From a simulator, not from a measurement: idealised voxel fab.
process module | voxel ribs on slabs
cross-section cut | 160 nm wide | cells 5 nm
A cross-section is a grid of square cells, given in bands from the top down. A band is one or more rows of cells.
Each band's line starts with the height of the band's top and of its bottom, in nm. Then come its materials from left to right, each with its width in nm. One material with "throughout" fills the band from edge to edge. "air" is empty space.
Height 0 is the level under which the wafer as received is all one material. The lowest band goes on downwards, as in "0 down".
A width such as "30 to 40" changes by the same amount from each row of cells to the next, from the band's top row to its bottom row.
"no change" after a step means that no cell of the cross-section changed.
closed voids: empty space of 8 cells or more with no open way to the top, each as width x height at its distance from the left edge, in nm
after a step's settings: what the simulator itself notes on the step
overlay nm, on a step with a mask: how far to the right of its planned place the mask lay; to the left if negative
Each pair below shows a cross-section before one step and the cross-section after it, down to the lowest band that changed. The line under each pair gives the step between them, with its settings. The pairs can come from different runs of this module on the same starting wafer, so a pair continues from the pair above only where its "before" says so.
before
  0 down: Si throughout
  closed voids: none
after
  20 to 0: SiO2 throughout
  below 0: unchanged
  closed voids: none
the step between: op DIRECTIONAL_DEP | material SiO2 | thk nm 20
before: the cross-section after the pair above
after
  35 to 20: polySi throughout
  below 20: unchanged
  closed voids: none
the step between: op DIRECTIONAL_DEP | material polySi | thk nm 15
before: the cross-section after the pair above
after
  50 to 35: air 70 | resist 20 | air 70
  below 35: unchanged
  closed voids: none
the step between: op PATTERN | tone cover | mask id RIB | material resist | width nm 20 | thk nm 15 | overlay nm 0
before: the cross-section after the pair above
after
  50 to 35: air 70 | resist 20 | air 70
  35 to 30: air 70 | polySi 20 | air 70
  below 30: unchanged
  closed voids: none
the step between: op DIRECTIONAL_ETCH | etch materials polySi | depth nm 5
before: the cross-section after the pair above
after
  35 to 30: air 70 | polySi 20 | air 70
  below 30: unchanged
  closed voids: none
the step between: op STRIP | etch materials resist
before: the cross-section after the pair above
after
  55 to 35: air 50 | resist 60 | air 50
  35 to 30: air 50 | resist 20 | polySi 20 | resist 20 | air 50
  below 30: unchanged
  closed voids: none
the step between: op PATTERN | tone cover | mask id SLAB | material resist | width nm 60 | thk nm 20 | overlay nm 0
before: the cross-section after the pair above
after
  55 to 35: air 50 | resist 60 | air 50
  35 to 30: air 50 | resist 20 | polySi 20 | resist 20 | air 50
  30 to 20: air 50 | polySi 60 | air 50
  below 20: unchanged
  closed voids: none
the step between: op DIRECTIONAL_ETCH | etch materials polySi | depth nm 10
before: the cross-section after the pair above
after
  35 to 30: air 70 | polySi 20 | air 70
  below 30: unchanged
  closed voids: none
the step between: op STRIP | etch materials resist
before: the cross-section after the pair above
after
  60 to 35: SiO2 throughout
  35 to 30: SiO2 70 | polySi 20 | SiO2 70
  30 to 20: SiO2 50 | polySi 60 | SiO2 50
  below 20: unchanged
  closed voids: none
the step between: op FILL_DEP | material SiO2 | thk nm 25
before: the cross-section after the pair above
after
  50 to 35: SiO2 throughout
  below 35: unchanged
  closed voids: none
the step between: op CMP | height nm 50
before: the cross-section after the pair above
after
  55 to 50: TiN throughout
  below 50: unchanged
  closed voids: none
the step between: op DIRECTIONAL_DEP | material TiN | thk nm 5
before: the cross-section after the pair above
after
  70 to 55: air 65 | resist 30 | air 65
  below 55: unchanged
  closed voids: none
the step between: op PATTERN | tone cover | mask id HEATER | material resist | width nm 30 | thk nm 15 | overlay nm 0
before: the cross-section after the pair above
after
  70 to 55: air 65 | resist 30 | air 65
  55 to 50: air 65 | TiN 30 | air 65
  below 50: unchanged
  closed voids: none
the step between: op DIRECTIONAL_ETCH | etch materials TiN | depth nm 5
before: the cross-section after the pair above
after
  55 to 50: air 65 | TiN 30 | air 65
  below 50: unchanged
  closed voids: none
the step between: op STRIP | etch materials resist
before: the cross-section after the pair above
after
  65 to 60: air 55 | SiO2 50 | air 55
  60 to 55: SiO2 throughout
  55 to 50: SiO2 65 | TiN 30 | SiO2 65
  below 50: unchanged
  closed voids: none
the step between: op CONFORMAL_DEP | material SiO2 | thk nm 10
before
  20 to 0: SiO2 throughout
  0 down: Si throughout
  closed voids: none
after
  40 to 0: SiO2 throughout
  below 0: unchanged
  closed voids: none
the step between: op DIRECTIONAL_DEP | material SiO2 | thk nm 20
before: the cross-section after the pair above
after
  55 to 40: polySi throughout
  below 40: unchanged
  closed voids: none
the step between: op DIRECTIONAL_DEP | material polySi | thk nm 15
before: the cross-section after the pair above
after
  70 to 55: air 70 | resist 20 | air 70
  below 55: unchanged
  closed voids: none
the step between: op PATTERN | tone cover | mask id RIB | material resist | width nm 20 | thk nm 15 | overlay nm 0
before: the cross-section after the pair above
after
  70 to 55: air 70 | resist 20 | air 70
  55 to 50: air 70 | polySi 20 | air 70
  below 50: unchanged
  closed voids: none
the step between: op DIRECTIONAL_ETCH | etch materials polySi | depth nm 5
before: the cross-section after the pair above
after
  55 to 50: air 70 | polySi 20 | air 70
  below 50: unchanged
  closed voids: none
the step between: op STRIP | etch materials resist
before: the cross-section after the pair above
after
  75 to 55: air 50 | resist 60 | air 50
  55 to 50: air 50 | resist 20 | polySi 20 | resist 20 | air 50
  below 50: unchanged
  closed voids: none
the step between: op PATTERN | tone cover | mask id SLAB | material resist | width nm 60 | thk nm 20 | overlay nm 0
before: the cross-section after the pair above
after
  75 to 55: air 50 | resist 60 | air 50
  55 to 50: air 50 | resist 20 | polySi 20 | resist 20 | air 50
  50 to 40: air 50 | polySi 60 | air 50
  below 40: unchanged
  closed voids: none
the step between: op DIRECTIONAL_ETCH | etch materials polySi | depth nm 10
before: the cross-section after the pair above
after
  55 to 50: air 70 | polySi 20 | air 70
  below 50: unchanged
  closed voids: none
the step between: op STRIP | etch materials resist
before: the cross-section after the pair above
after
  80 to 55: SiO2 throughout
  55 to 50: SiO2 70 | polySi 20 | SiO2 70
  50 to 40: SiO2 50 | polySi 60 | SiO2 50
  below 40: unchanged
  closed voids: none
the step between: op FILL_DEP | material SiO2 | thk nm 25
before: the cross-section after the pair above
after
  50 to 40: SiO2 50 | polySi 60 | SiO2 50
  below 40: unchanged
  closed voids: none
the step between: op CMP | height nm 50
before: the cross-section after the pair above
after
  55 to 50: TiN throughout
  below 50: unchanged
  closed voids: none
the step between: op DIRECTIONAL_DEP | material TiN | thk nm 5
before: the cross-section after the pair above
after
  70 to 55: air 65 | resist 30 | air 65
  below 55: unchanged
  closed voids: none
the step between: op PATTERN | tone cover | mask id HEATER | material resist | width nm 30 | thk nm 15 | overlay nm 0
before: the cross-section after the pair above
after
  70 to 55: air 65 | resist 30 | air 65
  55 to 50: air 65 | TiN 30 | air 65
  below 50: unchanged
  closed voids: none
the step between: op DIRECTIONAL_ETCH | etch materials TiN | depth nm 5
before: the cross-section after the pair above
after
  55 to 50: air 65 | TiN 30 | air 65
  below 50: unchanged
  closed voids: none
the step between: op STRIP | etch materials resist
before: the cross-section after the pair above
after
  65 to 60: air 55 | SiO2 50 | air 55
  60 to 55: SiO2 throughout
  55 to 50: SiO2 65 | TiN 30 | SiO2 65
  below 50: unchanged
  closed voids: none
the step between: op CONFORMAL_DEP | material SiO2 | thk nm 10
before
  0 down: Si throughout
  closed voids: none
after
  15 to 0: polySi throughout
  below 0: unchanged
  closed voids: none
the step between: op DIRECTIONAL_DEP | material polySi | thk nm 15
before: the cross-section after the pair above
after
  35 to 15: SiO2 throughout
  below 15: unchanged
  closed voids: none
the step between: op DIRECTIONAL_DEP | material SiO2 | thk nm 20
before: the cross-section after the pair above
after
  50 to 35: air 70 | resist 20 | air 70
  below 35: unchanged
  closed voids: none
the step between: op PATTERN | tone cover | mask id RIB | material resist | width nm 20 | thk nm 15 | overlay nm 0
before: the cross-section after the pair above
after
  35 to 15: SiO2 throughout
  below 15: unchanged
  closed voids: none
the step between: op STRIP | etch materials resist
before: the cross-section after the pair above
after
  55 to 35: air 50 | resist 60 | air 50
  below 35: unchanged
  closed voids: none
the step between: op PATTERN | tone cover | mask id SLAB | material resist | width nm 60 | thk nm 20 | overlay nm 0
before: the cross-section after the pair above
after
  35 to 15: SiO2 throughout
  below 15: unchanged
  closed voids: none
the step between: op STRIP | etch materials resist
before: the cross-section after the pair above
after
  60 to 15: SiO2 throughout
  below 15: unchanged
  closed voids: none
the step between: op FILL_DEP | material SiO2 | thk nm 25
before: the cross-section after the pair above
after
  50 to 15: SiO2 throughout
  below 15: unchanged
  closed voids: none
the step between: op CMP | height nm 50
before: the cross-section after the pair above
after
  55 to 50: TiN throughout
  below 50: unchanged
  closed voids: none
the step between: op DIRECTIONAL_DEP | material TiN | thk nm 5
before: the cross-section after the pair above
after
  70 to 55: air 65 | resist 30 | air 65
  below 55: unchanged
  closed voids: none
the step between: op PATTERN | tone cover | mask id HEATER | material resist | width nm 30 | thk nm 15 | overlay nm 0
before: the cross-section after the pair above
after
  70 to 55: air 65 | resist 30 | air 65
  55 to 50: air 65 | TiN 30 | air 65
  below 50: unchanged
  closed voids: none
the step between: op DIRECTIONAL_ETCH | etch materials TiN | depth nm 5
before: the cross-section after the pair above
after
  55 to 50: air 65 | TiN 30 | air 65
  below 50: unchanged
  closed voids: none
the step between: op STRIP | etch materials resist
before: the cross-section after the pair above
after
  65 to 60: air 55 | SiO2 50 | air 55
  60 to 55: SiO2 throughout
  55 to 50: SiO2 65 | TiN 30 | SiO2 65
  below 50: unchanged
  closed voids: none
the step between: op CONFORMAL_DEP | material SiO2 | thk nm 10
before
  60 to 35: SiO2 throughout
  35 to 30: SiO2 70 | polySi 20 | SiO2 70
  30 to 20: SiO2 50 | polySi 60 | SiO2 50
  20 to 0: SiO2 throughout
  0 down: Si throughout
  closed voids: none
after
  40 to 35: SiO2 throughout
  below 35: unchanged
  closed voids: none
the step between: op CMP | height nm 40
before: the cross-section after the pair above
after
  45 to 40: TiN throughout
  below 40: unchanged
  closed voids: none
the step between: op DIRECTIONAL_DEP | material TiN | thk nm 5
before: the cross-section after the pair above
after
  60 to 45: air 65 | resist 30 | air 65
  below 45: unchanged
  closed voids: none
the step between: op PATTERN | tone cover | mask id HEATER | material resist | width nm 30 | thk nm 15 | overlay nm 0
before: the cross-section after the pair above
after
  60 to 45: air 65 | resist 30 | air 65
  45 to 40: air 65 | TiN 30 | air 65
  below 40: unchanged
  closed voids: none
the step between: op DIRECTIONAL_ETCH | etch materials TiN | depth nm 5
before: the cross-section after the pair above
after
  45 to 40: air 65 | TiN 30 | air 65
  below 40: unchanged
  closed voids: none
the step between: op STRIP | etch materials resist
before: the cross-section after the pair above
after
  55 to 50: air 55 | SiO2 50 | air 55
  50 to 45: SiO2 throughout
  45 to 40: SiO2 65 | TiN 30 | SiO2 65
  below 40: unchanged
  closed voids: none
the step between: op CONFORMAL_DEP | material SiO2 | thk nm 10
before
  35 to 20: polySi throughout
  20 to 0: SiO2 throughout
  0 down: Si throughout
  closed voids: none
after
  50 to 35: air 75 | resist 15 | air 70
  below 35: unchanged
  closed voids: none
the step between: op PATTERN | tone cover | mask id RIB | material resist | width nm 15 | thk nm 15 | overlay nm 0
before: the cross-section after the pair above
after
  50 to 35: air 75 | resist 15 | air 70
  35 to 30: air 75 | polySi 15 | air 70
  below 30: unchanged
  closed voids: none
the step between: op DIRECTIONAL_ETCH | etch materials polySi | depth nm 5
before: the cross-section after the pair above
after
  35 to 30: air 75 | polySi 15 | air 70
  below 30: unchanged
  closed voids: none
the step between: op STRIP | etch materials resist
before: the cross-section after the pair above
after
  55 to 35: air 50 | resist 60 | air 50
  35 to 30: air 50 | resist 25 | polySi 15 | resist 20 | air 50
  below 30: unchanged
  closed voids: none
the step between: op PATTERN | tone cover | mask id SLAB | material resist | width nm 60 | thk nm 20 | overlay nm 0
before: the cross-section after the pair above
after
  55 to 35: air 50 | resist 60 | air 50
  35 to 30: air 50 | resist 25 | polySi 15 | resist 20 | air 50
  30 to 20: air 50 | polySi 60 | air 50
  below 20: unchanged
  closed voids: none
the step between: op DIRECTIONAL_ETCH | etch materials polySi | depth nm 10
before: the cross-section after the pair above
after
  35 to 30: air 75 | polySi 15 | air 70
  below 30: unchanged
  closed voids: none
the step between: op STRIP | etch materials resist
before: the cross-section after the pair above
after
  60 to 35: SiO2 throughout
  35 to 30: SiO2 75 | polySi 15 | SiO2 70
  30 to 20: SiO2 50 | polySi 60 | SiO2 50
  below 20: unchanged
  closed voids: none
the step between: op FILL_DEP | material SiO2 | thk nm 25
before: the cross-section after the pair above
after
  50 to 35: SiO2 throughout
  below 35: unchanged
  closed voids: none
the step between: op CMP | height nm 50
before: the cross-section after the pair above
after
  55 to 50: TiN throughout
  below 50: unchanged
  closed voids: none
the step between: op DIRECTIONAL_DEP | material TiN | thk nm 5
before: the cross-section after the pair above
after
  70 to 55: air 65 | resist 30 | air 65
  below 55: unchanged
  closed voids: none
the step between: op PATTERN | tone cover | mask id HEATER | material resist | width nm 30 | thk nm 15 | overlay nm 0
before: the cross-section after the pair above
after
  70 to 55: air 65 | resist 30 | air 65
  55 to 50: air 65 | TiN 30 | air 65
  below 50: unchanged
  closed voids: none
the step between: op DIRECTIONAL_ETCH | etch materials TiN | depth nm 5
before: the cross-section after the pair above
after
  55 to 50: air 65 | TiN 30 | air 65
  below 50: unchanged
  closed voids: none
the step between: op STRIP | etch materials resist
before: the cross-section after the pair above
after
  65 to 60: air 55 | SiO2 50 | air 55
  60 to 55: SiO2 throughout
  55 to 50: SiO2 65 | TiN 30 | SiO2 65
  below 50: unchanged
  closed voids: none
the step between: op CONFORMAL_DEP | material SiO2 | thk nm 10
before
  55 to 50: TiN throughout
  50 to 35: SiO2 throughout
  35 to 30: SiO2 70 | polySi 20 | SiO2 70
  30 to 20: SiO2 50 | polySi 60 | SiO2 50
  20 to 0: SiO2 throughout
  0 down: Si throughout
  closed voids: none
after
  70 to 55: air 55 | resist 30 | air 75
  below 55: unchanged
  closed voids: none
the step between: op PATTERN | tone cover | mask id HEATER | material resist | width nm 30 | thk nm 15 | overlay nm -10
before: the cross-section after the pair above
after
  70 to 55: air 55 | resist 30 | air 75
  55 to 50: air 55 | TiN 30 | air 75
  below 50: unchanged
  closed voids: none
the step between: op DIRECTIONAL_ETCH | etch materials TiN | depth nm 5
before: the cross-section after the pair above
after
  55 to 50: air 55 | TiN 30 | air 75
  below 50: unchanged
  closed voids: none
the step between: op STRIP | etch materials resist
before: the cross-section after the pair above
after
  65 to 60: air 45 | SiO2 50 | air 65
  60 to 55: SiO2 throughout
  55 to 50: SiO2 55 | TiN 30 | SiO2 75
  below 50: unchanged
  closed voids: none
the step between: op CONFORMAL_DEP | material SiO2 | thk nm 10
before
  0 down: Si throughout
  closed voids: none
after
  20 to 0: polySi throughout
  below 0: unchanged
  closed voids: none
the step between: op DIRECTIONAL_DEP | material polySi | thk nm 20
before: the cross-section after the pair above
after
  35 to 0: polySi throughout
  below 0: unchanged
  closed voids: none
the step between: op DIRECTIONAL_DEP | material polySi | thk nm 15
before: the cross-section after the pair above
after
  50 to 35: air 70 | resist 20 | air 70
  below 35: unchanged
  closed voids: none
the step between: op PATTERN | tone cover | mask id RIB | material resist | width nm 20 | thk nm 15 | overlay nm 0
before: the cross-section after the pair above
after
  50 to 35: air 70 | resist 20 | air 70
  35 to 30: air 70 | polySi 20 | air 70
  below 30: unchanged
  closed voids: none
the step between: op DIRECTIONAL_ETCH | etch materials polySi | depth nm 5
before: the cross-section after the pair above
after
  35 to 30: air 70 | polySi 20 | air 70
  below 30: unchanged
  closed voids: none
the step between: op STRIP | etch materials resist
before: the cross-section after the pair above
after
  55 to 35: air 50 | resist 60 | air 50
  35 to 30: air 50 | resist 20 | polySi 20 | resist 20 | air 50
  below 30: unchanged
  closed voids: none
the step between: op PATTERN | tone cover | mask id SLAB | material resist | width nm 60 | thk nm 20 | overlay nm 0
before: the cross-section after the pair above
after
  55 to 35: air 50 | resist 60 | air 50
  35 to 30: air 50 | resist 20 | polySi 20 | resist 20 | air 50
  30 to 20: air 50 | polySi 60 | air 50
  below 20: unchanged
  closed voids: none
the step between: op DIRECTIONAL_ETCH | etch materials polySi | depth nm 10
before: the cross-section after the pair above
after
  35 to 30: air 70 | polySi 20 | air 70
  below 30: unchanged
  closed voids: none
the step between: op STRIP | etch materials resist
before: the cross-section after the pair above
after
  60 to 35: SiO2 throughout
  35 to 30: SiO2 70 | polySi 20 | SiO2 70
  30 to 20: SiO2 50 | polySi 60 | SiO2 50
  below 20: unchanged
  closed voids: none
the step between: op FILL_DEP | material SiO2 | thk nm 25
before: the cross-section after the pair above
after
  50 to 35: SiO2 throughout
  below 35: unchanged
  closed voids: none
the step between: op CMP | height nm 50
before: the cross-section after the pair above
after
  55 to 50: TiN throughout
  below 50: unchanged
  closed voids: none
the step between: op DIRECTIONAL_DEP | material TiN | thk nm 5
before: the cross-section after the pair above
after
  70 to 55: air 65 | resist 30 | air 65
  below 55: unchanged
  closed voids: none
the step between: op PATTERN | tone cover | mask id HEATER | material resist | width nm 30 | thk nm 15 | overlay nm 0
before: the cross-section after the pair above
after
  70 to 55: air 65 | resist 30 | air 65
  55 to 50: air 65 | TiN 30 | air 65
  below 50: unchanged
  closed voids: none
the step between: op DIRECTIONAL_ETCH | etch materials TiN | depth nm 5
before: the cross-section after the pair above
after
  55 to 50: air 65 | TiN 30 | air 65
  below 50: unchanged
  closed voids: none
the step between: op STRIP | etch materials resist
before: the cross-section after the pair above
after
  65 to 60: air 55 | SiO2 50 | air 55
  60 to 55: SiO2 throughout
  55 to 50: SiO2 65 | TiN 30 | SiO2 65
  below 50: unchanged
  closed voids: none
the step between: op CONFORMAL_DEP | material SiO2 | thk nm 10
before
  35 to 30: air 70 | polySi 20 | air 70
  30 to 20: polySi throughout
  20 to 0: SiO2 throughout
  0 down: Si throughout
  closed voids: none
after
  55 to 35: resist 50 | air 60 | resist 50
  35 to 30: resist 50 | air 20 | polySi 20 | air 20 | resist 50
  below 30: unchanged
  closed voids: none
the step between: op PATTERN | tone open | mask id SLAB | material resist | width nm 60 | thk nm 20 | overlay nm 0
before: the cross-section after the pair above
after
  55 to 30: resist 50 | air 60 | resist 50
  30 to 25: polySi 50 | air 60 | polySi 50
  25 to 20: polySi 50 | air 20 | polySi 20 | air 20 | polySi 50
  below 20: unchanged
  closed voids: none
the step between: op DIRECTIONAL_ETCH | etch materials polySi | depth nm 10
before: the cross-section after the pair above
after
  30 to 25: polySi 50 | air 60 | polySi 50
  below 25: unchanged
  closed voids: none
the step between: op STRIP | etch materials resist
before: the cross-section after the pair above
after
  55 to 30: SiO2 throughout
  30 to 25: polySi 50 | SiO2 60 | polySi 50
  25 to 20: polySi 50 | SiO2 20 | polySi 20 | SiO2 20 | polySi 50
  below 20: unchanged
  closed voids: none
the step between: op FILL_DEP | material SiO2 | thk nm 25
before: the cross-section after the pair above
after
  50 to 30: SiO2 throughout
  below 30: unchanged
  closed voids: none
the step between: op CMP | height nm 50
before: the cross-section after the pair above
after
  55 to 50: TiN throughout
  below 50: unchanged
  closed voids: none
the step between: op DIRECTIONAL_DEP | material TiN | thk nm 5
before: the cross-section after the pair above
after
  70 to 55: air 65 | resist 30 | air 65
  below 55: unchanged
  closed voids: none
the step between: op PATTERN | tone cover | mask id HEATER | material resist | width nm 30 | thk nm 15 | overlay nm 0
before: the cross-section after the pair above
after
  70 to 55: air 65 | resist 30 | air 65
  55 to 50: air 65 | TiN 30 | air 65
  below 50: unchanged
  closed voids: none
the step between: op DIRECTIONAL_ETCH | etch materials TiN | depth nm 5
before: the cross-section after the pair above
after
  55 to 50: air 65 | TiN 30 | air 65
  below 50: unchanged
  closed voids: none
the step between: op STRIP | etch materials resist
before: the cross-section after the pair above
after
  65 to 60: air 55 | SiO2 50 | air 55
  60 to 55: SiO2 throughout
  55 to 50: SiO2 65 | TiN 30 | SiO2 65
  below 50: unchanged
  closed voids: none
the step between: op CONFORMAL_DEP | material SiO2 | thk nm 10
